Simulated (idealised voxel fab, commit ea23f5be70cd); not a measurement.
The document below concerns the process module designated voxel gate over fins.
Shown is cross-section cut, with a width of 195 nm and square cells of size 5 nm.
A cross-section is a grid of square cells, given in bands from the top down. A band is one or more rows of cells. Heights first: top, then bottom, in nm. Then materials, left to right, each with a width in nm. "edge to edge" on a single material: fills the band edge to edge. "blank": empty space. Heights are measured from 0, the level below which the as-received wafer is all one material; the lowest band has no bottom and continues downward, written as in "top 0, no bottom". A two-number width, for instance "30..40", indicates that the width is equal to the first number in the top row of the band and to the second number in the bottom row, and that it changes by a constant amount per row of cells. "nothing was modified" for a step: no cell of the cross-section changed in that step. Enclosed voids (no open way to top), threshold 8 cells or more, entry "Enclosed void catalog", notation width x height at distance, distance from left edge, nm. Post-settings text on a step line: simulator's own remark regarding the step. overlay nm: how far to the right of its planned place the mask lay on this masked step (negative: to the left).
### So here's the lineup of process steps we planned
- 1: RECEIVE | material Si
- 2: CONFORMAL_DEP | material SiN | thk nm 5
- 3: MASKED_ETCH | tone cover | mask id FINS | width nm 15 | pitch nm 55 | etch materials SiN | depth nm 5 | overlay nm 0
- 4: MASKED_ETCH | tone cover | mask id FINS | width nm 15 | pitch nm 55 | etch materials Si | depth nm 35 | overlay nm 0
- 5: FILL_DEP | material SiO2 | thk nm 15
- 6: CMP | height nm 5
- 7: DIRECTIONAL_DEP | material aC | thk nm 15
- 8: PATTERN | tone open | mask id RAIL | material resist | width nm 15 | thk nm 30 | overlay nm 0
- 9: DIRECTIONAL_ETCH | etch materials aC | depth nm 15
- 10: STRIP | etch materials resist
- 11: DIRECTIONAL_ETCH | etch materials SiO2 | depth nm 35
- 12: STRIP | etch materials aC
- 13: CONFORMAL_DEP | material TiN | thk nm 5
- 14: FILL_DEP | material W | thk nm 5
- 15: CMP | height nm 5
- 16: SELECTIVE_ETCH | etch materials W Ru TiN | depth nm 20
- 17: FILL_DEP | material SiO2 | thk nm 5
- 18: CMP | height nm 5
- 19: SELECTIVE_ETCH | etch materials SiO2 | depth nm 15
- 20: STRIP | etch materials SiN
- 21: CONFORMAL_DEP | material HfO2 | thk nm 5
- 22: CONFORMAL_DEP | material TiN | thk nm 5
- 23: FILL_DEP | material W | thk nm 15
- 24: CMP | height nm 20
- 25: CONFORMAL_DEP | material SiCN | thk nm 5
### The first wafer of two, processed as planned
### Wafer as received: cross-section following step 1
  top 0, no bottom: Si edge to edge
  Enclosed void catalog: none
### After step 2, in cross-section
  top 5, bottom 0: SiN edge to edge
  Unchanged below 0.
### After step 3, in cross-section
  top 5, bottom 0: blank 35 nm | SiN 15 nm | blank 40 nm | SiN 15 nm | blank 40 nm | SiN 15 nm | blank 35 nm
  Unchanged below 0.
### After step 4, in cross-section
  top 5, bottom 0: blank 35 nm | SiN 15 nm | blank 40 nm | SiN 15 nm | blank 40 nm | SiN 15 nm | blank 35 nm
  top 0, bottom -35: blank 35 nm | Si 15 nm | blank 40 nm | Si 15 nm | blank 40 nm | Si 15 nm | blank 35 nm
  Unchanged below -35.
### After step 5, in cross-section
  top 20, bottom 5: SiO2 edge to edge
  top 5, bottom 0: SiO2 35 nm | SiN 15 nm | SiO2 40 nm | SiN 15 nm | SiO2 40 nm | SiN 15 nm | SiO2 35 nm
  top 0, bottom -35: SiO2 35 nm | Si 15 nm | SiO2 40 nm | Si 15 nm | SiO2 40 nm | Si 15 nm | SiO2 35 nm
  Unchanged below -35.
### After step 6, in cross-section
  top 5, bottom 0: SiO2 35 nm | SiN 15 nm | SiO2 40 nm | SiN 15 nm | SiO2 40 nm | SiN 15 nm | SiO2 35 nm
  Unchanged below 0.
### After step 7, in cross-section
  top 20, bottom 5: aC edge to edge
  Unchanged below 5.
### After step 8, in cross-section
  top 50, bottom 20: resist 60 nm | blank 15 nm | resist 120 nm
  Unchanged below 20.
### After step 9, in cross-section
  top 35, bottom 20: resist 60 nm | blank 15 nm | resist 120 nm
  top 20, bottom 5: aC 60 nm | blank 15 nm | aC 120 nm
  Unchanged below 5.
### After step 10, in cross-section
  top 20, bottom 5: aC 60 nm | blank 15 nm | aC 120 nm
  Unchanged below 5.
### After step 11, in cross-section
  top 20, bottom 5: aC 60 nm | blank 15 nm | aC 120 nm
  top 5, bottom 0: SiO2 35 nm | SiN 15 nm | SiO2 10 nm | blank 15 nm | SiO2 15 nm | SiN 15 nm | SiO2 40 nm | SiN 15 nm | SiO2 35 nm
  top 0, bottom -30: SiO2 35 nm | Si 15 nm | SiO2 10 nm | blank 15 nm | SiO2 15 nm | Si 15 nm | SiO2 40 nm | Si 15 nm | SiO2 35 nm
  Unchanged below -30.
### After step 12, in cross-section
  top 5, bottom 0: SiO2 35 nm | SiN 15 nm | SiO2 10 nm | blank 15 nm | SiO2 15 nm | SiN 15 nm | SiO2 40 nm | SiN 15 nm | SiO2 35 nm
  Unchanged below 0.
### After step 13, in cross-section
  top 10, bottom 5: TiN 65 nm | blank 5 nm | TiN 125 nm
  top 5, bottom 0: SiO2 35 nm | SiN 15 nm | SiO2 10 nm | TiN 5 nm | blank 5 nm | TiN 5 nm | SiO2 15 nm | SiN 15 nm | SiO2 40 nm | SiN 15 nm | SiO2 35 nm
  top 0, bottom -25: SiO2 35 nm | Si 15 nm | SiO2 10 nm | TiN 5 nm | blank 5 nm | TiN 5 nm | SiO2 15 nm | Si 15 nm | SiO2 40 nm | Si 15 nm | SiO2 35 nm
  top -25, bottom -30: SiO2 35 nm | Si 15 nm | SiO2 10 nm | TiN 15 nm | SiO2 15 nm | Si 15 nm | SiO2 40 nm | Si 15 nm | SiO2 35 nm
  Unchanged below -30.
### After step 14, in cross-section
  top 15, bottom 10: W edge to edge
  top 10, bottom 5: TiN 65 nm | W 5 nm | TiN 125 nm
  top 5, bottom 0: SiO2 35 nm | SiN 15 nm | SiO2 10 nm | TiN 5 nm | W 5 nm | TiN 5 nm | SiO2 15 nm | SiN 15 nm | SiO2 40 nm | SiN 15 nm | SiO2 35 nm
  top 0, bottom -25: SiO2 35 nm | Si 15 nm | SiO2 10 nm | TiN 5 nm | W 5 nm | TiN 5 nm | SiO2 15 nm | Si 15 nm | SiO2 40 nm | Si 15 nm | SiO2 35 nm
  Unchanged below -25.
### After step 15, in cross-section
  top 5, bottom 0: SiO2 35 nm | SiN 15 nm | SiO2 10 nm | TiN 5 nm | W 5 nm | TiN 5 nm | SiO2 15 nm | SiN 15 nm | SiO2 40 nm | SiN 15 nm | SiO2 35 nm
  Unchanged below 0.
### After step 16, in cross-section
  top 5, bottom 0: SiO2 35 nm | SiN 15 nm | SiO2 10 nm | blank 15 nm | SiO2 15 nm | SiN 15 nm | SiO2 40 nm | SiN 15 nm | SiO2 35 nm
  top 0, bottom -15: SiO2 35 nm | Si 15 nm | SiO2 10 nm | blank 15 nm | SiO2 15 nm | Si 15 nm | SiO2 40 nm | Si 15 nm | SiO2 35 nm
  Unchanged below -15.
### After step 17, in cross-section
  top 10, bottom 5: SiO2 edge to edge
  top 5, bottom 0: SiO2 35 nm | SiN 15 nm | SiO2 40 nm | SiN 15 nm | SiO2 40 nm | SiN 15 nm | SiO2 35 nm
  top 0, bottom -15: SiO2 35 nm | Si 15 nm | SiO2 40 nm | Si 15 nm | SiO2 40 nm | Si 15 nm | SiO2 35 nm
  Unchanged below -15.
### After step 18, in cross-section
  top 5, bottom 0: SiO2 35 nm | SiN 15 nm | SiO2 40 nm | SiN 15 nm | SiO2 40 nm | SiN 15 nm | SiO2 35 nm
  Unchanged below 0.
### After step 19, in cross-section
  top 5, bottom 0: blank 35 nm | SiN 15 nm | blank 40 nm | SiN 15 nm | blank 40 nm | SiN 15 nm | blank 35 nm
  top 0, bottom -10: blank 35 nm | Si 15 nm | blank 40 nm | Si 15 nm | blank 40 nm | Si 15 nm | blank 35 nm
  Unchanged below -10.
### After step 20, in cross-section
  top 0, bottom -10: blank 35 nm | Si 15 nm | blank 40 nm | Si 15 nm | blank 40 nm | Si 15 nm | blank 35 nm
  Unchanged below -10.
### After step 21, in cross-section
  top 5, bottom 0: blank 30 nm | HfO2 25 nm | blank 30 nm | HfO2 25 nm | blank 30 nm | HfO2 25 nm | blank 30 nm
  top 0, bottom -5: blank 30 nm | HfO2 5 nm | Si 15 nm | HfO2 5 nm | blank 30 nm | HfO2 5 nm | Si 15 nm | HfO2 5 nm | blank 30 nm | HfO2 5 nm | Si 15 nm | HfO2 5 nm | blank 30 nm
  top -5, bottom -10: HfO2 35 nm | Si 15 nm | HfO2 40 nm | Si 15 nm | HfO2 40 nm | Si 15 nm | HfO2 35 nm
  Unchanged below -10.
### After step 22, in cross-section
  top 10, bottom 5: blank 25 nm | TiN 35 nm | blank 20 nm | TiN 35 nm | blank 20 nm | TiN 35 nm | blank 25 nm
  top 5, bottom 0: blank 25 nm | TiN 5 nm | HfO2 25 nm | TiN 5 nm | blank 20 nm | TiN 5 nm | HfO2 25 nm | TiN 5 nm | blank 20 nm | TiN 5 nm | HfO2 25 nm | TiN 5 nm | blank 25 nm
  top 0, bottom -5: TiN 30 nm | HfO2 5 nm | Si 15 nm | HfO2 5 nm | TiN 30 nm | HfO2 5 nm | Si 15 nm | HfO2 5 nm | TiN 30 nm | HfO2 5 nm | Si 15 nm | HfO2 5 nm | TiN 30 nm
  Unchanged below -5.
### After step 23, in cross-section
  top 25, bottom 10: W edge to edge
  top 10, bottom 5: W 25 nm | TiN 35 nm | W 20 nm | TiN 35 nm | W 20 nm | TiN 35 nm | W 25 nm
  top 5, bottom 0: W 25 nm | TiN 5 nm | HfO2 25 nm | TiN 5 nm | W 20 nm | TiN 5 nm | HfO2 25 nm | TiN 5 nm | W 20 nm | TiN 5 nm | HfO2 25 nm | TiN 5 nm | W 25 nm
  Unchanged below 0.
### After step 24, in cross-section
  top 20, bottom 10: W edge to edge
  Unchanged below 10.
### After step 25, in cross-section
  top 25, bottom 20: SiCN edge to edge
  Unchanged below 20.
### second wafer: like start, like plan, one mistake. Through step 3 it matches the first wafer
### Second wafer cross-section, taken as of the time the plan sets for step 4 to be done
  top 5, bottom 0: blank 35 nm | SiN 15 nm | blank 40 nm | SiN 15 nm | blank 40 nm | SiN 15 nm | blank 35 nm
  top 0, bottom -70: blank 35 nm | Si 15 nm | blank 40 nm | Si 15 nm | blank 40 nm | Si 15 nm | blank 35 nm
  Unchanged below -70.
### Second wafer cross-section, taken as of the time the plan sets for step 5 to be done
  top 20, bottom 5: SiO2 edge to edge
  top 5, bottom 0: SiO2 35 nm | SiN 15 nm | SiO2 40 nm | SiN 15 nm | SiO2 40 nm | SiN 15 nm | SiO2 35 nm
  top 0, bottom -70: SiO2 35 nm | Si 15 nm | SiO2 40 nm | Si 15 nm | SiO2 40 nm | Si 15 nm | SiO2 35 nm
  Unchanged below -70.
### Second wafer cross-section, taken as of the time the plan sets for step 6 to be done
  top 5, bottom 0: SiO2 35 nm | SiN 15 nm | SiO2 40 nm | SiN 15 nm | SiO2 40 nm | SiN 15 nm | SiO2 35 nm
  Unchanged below 0.
### Second wafer cross-section, taken as of the time the plan sets for step 7 to be done
  top 20, bottom 5: aC edge to edge
  Unchanged below 5.
### Second wafer cross-section, taken as of the time the plan sets for step 8 to be done
  top 50, bottom 20: resist 60 nm | blank 15 nm | resist 120 nm
  Unchanged below 20.
### Second wafer cross-section, taken as of the time the plan sets for step 9 to be done
  top 35, bottom 20: resist 60 nm | blank 15 nm | resist 120 nm
  top 20, bottom 5: aC 60 nm | blank 15 nm | aC 120 nm
  Unchanged below 5.
### Second wafer cross-section, taken as of the time the plan sets for step 10 to be done
  top 20, bottom 5: aC 60 nm | blank 15 nm | aC 120 nm
  Unchanged below 5.
### Second wafer cross-section, taken as of the time the plan sets for step 11 to be done
  top 20, bottom 5: aC 60 nm | blank 15 nm | aC 120 nm
  top 5, bottom 0: SiO2 35 nm | SiN 15 nm | SiO2 10 nm | blank 15 nm | SiO2 15 nm | SiN 15 nm | SiO2 40 nm | SiN 15 nm | SiO2 35 nm
  top 0, bottom -30: SiO2 35 nm | Si 15 nm | SiO2 10 nm | blank 15 nm | SiO2 15 nm | Si 15 nm | SiO2 40 nm | Si 15 nm | SiO2 35 nm
  Unchanged below -30.
### Second wafer cross-section, taken as of the time the plan sets for step 12 to be done
  top 5, bottom 0: SiO2 35 nm | SiN 15 nm | SiO2 10 nm | blank 15 nm | SiO2 15 nm | SiN 15 nm | SiO2 40 nm | SiN 15 nm | SiO2 35 nm
  Unchanged below 0.
### Second wafer cross-section, taken as of the time the plan sets for step 13 to be done
  top 10, bottom 5: TiN 65 nm | blank 5 nm | TiN 125 nm
  top 5, bottom 0: SiO2 35 nm | SiN 15 nm | SiO2 10 nm | TiN 5 nm | blank 5 nm | TiN 5 nm | SiO2 15 nm | SiN 15 nm | SiO2 40 nm | SiN 15 nm | SiO2 35 nm
  top 0, bottom -25: SiO2 35 nm | Si 15 nm | SiO2 10 nm | TiN 5 nm | blank 5 nm | TiN 5 nm | SiO2 15 nm | Si 15 nm | SiO2 40 nm | Si 15 nm | SiO2 35 nm
  top -25, bottom -30: SiO2 35 nm | Si 15 nm | SiO2 10 nm | TiN 15 nm | SiO2 15 nm | Si 15 nm | SiO2 40 nm | Si 15 nm | SiO2 35 nm
  Unchanged below -30.
### Second wafer cross-section, taken as of the time the plan sets for step 14 to be done
  top 15, bottom 10: W edge to edge
  top 10, bottom 5: TiN 65 nm | W 5 nm | TiN 125 nm
  top 5, bottom 0: SiO2 35 nm | SiN 15 nm | SiO2 10 nm | TiN 5 nm | W 5 nm | TiN 5 nm | SiO2 15 nm | SiN 15 nm | SiO2 40 nm | SiN 15 nm | SiO2 35 nm
  top 0, bottom -25: SiO2 35 nm | Si 15 nm | SiO2 10 nm | TiN 5 nm | W 5 nm | TiN 5 nm | SiO2 15 nm | Si 15 nm | SiO2 40 nm | Si 15 nm | SiO2 35 nm
  Unchanged below -25.
### Second wafer cross-section, taken as of the time the plan sets for step 15 to be done
  top 5, bottom 0: SiO2 35 nm | SiN 15 nm | SiO2 10 nm | TiN 5 nm | W 5 nm | TiN 5 nm | SiO2 15 nm | SiN 15 nm | SiO2 40 nm | SiN 15 nm | SiO2 35 nm
  Unchanged below 0.
### Second wafer cross-section, taken as of the time the plan sets for step 16 to be done
  top 5, bottom 0: SiO2 35 nm | SiN 15 nm | SiO2 10 nm | blank 15 nm | SiO2 15 nm | SiN 15 nm | SiO2 40 nm | SiN 15 nm | SiO2 35 nm
  top 0, bottom -15: SiO2 35 nm | Si 15 nm | SiO2 10 nm | blank 15 nm | SiO2 15 nm | Si 15 nm | SiO2 40 nm | Si 15 nm | SiO2 35 nm
  Unchanged below -15.
### Second wafer cross-section, taken as of the time the plan sets for step 17 to be done
  top 10, bottom 5: SiO2 edge to edge
  top 5, bottom 0: SiO2 35 nm | SiN 15 nm | SiO2 40 nm | SiN 15 nm | SiO2 40 nm | SiN 15 nm | SiO2 35 nm
  top 0, bottom -15: SiO2 35 nm | Si 15 nm | SiO2 40 nm | Si 15 nm | SiO2 40 nm | Si 15 nm | SiO2 35 nm
  Unchanged below -15.
### Second wafer cross-section, taken as of the time the plan sets for step 18 to be done
  top 5, bottom 0: SiO2 35 nm | SiN 15 nm | SiO2 40 nm | SiN 15 nm | SiO2 40 nm | SiN 15 nm | SiO2 35 nm
  Unchanged below 0.
### Second wafer cross-section, taken as of the time the plan sets for step 19 to be done
  top 5, bottom 0: blank 35 nm | SiN 15 nm | blank 40 nm | SiN 15 nm | blank 40 nm | SiN 15 nm | blank 35 nm
  top 0, bottom -10: blank 35 nm | Si 15 nm | blank 40 nm | Si 15 nm | blank 40 nm | Si 15 nm | blank 35 nm
  Unchanged below -10.
### Second wafer cross-section, taken as of the time the plan sets for step 20 to be done
  top 0, bottom -10: blank 35 nm | Si 15 nm | blank 40 nm | Si 15 nm | blank 40 nm | Si 15 nm | blank 35 nm
  Unchanged below -10.
### Second wafer cross-section, taken as of the time the plan sets for step 21 to be done
  top 5, bottom 0: blank 30 nm | HfO2 25 nm | blank 30 nm | HfO2 25 nm | blank 30 nm | HfO2 25 nm | blank 30 nm
  top 0, bottom -5: blank 30 nm | HfO2 5 nm | Si 15 nm | HfO2 5 nm | blank 30 nm | HfO2 5 nm | Si 15 nm | HfO2 5 nm | blank 30 nm | HfO2 5 nm | Si 15 nm | HfO2 5 nm | blank 30 nm
  top -5, bottom -10: HfO2 35 nm | Si 15 nm | HfO2 40 nm | Si 15 nm | HfO2 40 nm | Si 15 nm | HfO2 35 nm
  Unchanged below -10.
### Second wafer cross-section, taken as of the time the plan sets for step 22 to be done
  top 10, bottom 5: blank 25 nm | TiN 35 nm | blank 20 nm | TiN 35 nm | blank 20 nm | TiN 35 nm | blank 25 nm
  top 5, bottom 0: blank 25 nm | TiN 5 nm | HfO2 25 nm | TiN 5 nm | blank 20 nm | TiN 5 nm | HfO2 25 nm | TiN 5 nm | blank 20 nm | TiN 5 nm | HfO2 25 nm | TiN 5 nm | blank 25 nm
  top 0, bottom -5: TiN 30 nm | HfO2 5 nm | Si 15 nm | HfO2 5 nm | TiN 30 nm | HfO2 5 nm | Si 15 nm | HfO2 5 nm | TiN 30 nm | HfO2 5 nm | Si 15 nm | HfO2 5 nm | TiN 30 nm
  Unchanged below -5.
### Second wafer cross-section, taken as of the time the plan sets for step 23 to be done
  top 25, bottom 10: W edge to edge
  top 10, bottom 5: W 25 nm | TiN 35 nm | W 20 nm | TiN 35 nm | W 20 nm | TiN 35 nm | W 25 nm
  top 5, bottom 0: W 25 nm | TiN 5 nm | HfO2 25 nm | TiN 5 nm | W 20 nm | TiN 5 nm | HfO2 25 nm | TiN 5 nm | W 20 nm | TiN 5 nm | HfO2 25 nm | TiN 5 nm | W 25 nm
  Unchanged below 0.
### Second wafer cross-section, taken as of the time the plan sets for step 24 to be done
  top 20, bottom 10: W edge to edge
  Unchanged below 10.
### Second wafer cross-section, taken as of the time the plan sets for step 25 to be done
  top 25, bottom 20: SiCN edge to edge
  Unchanged below 20.
The plan and the run diverged here: step 4 from the plan got run twice
The final cell counts differ between the wafers, with the second having more or fewer of some materials than the first: Si -210, SiO2 +210
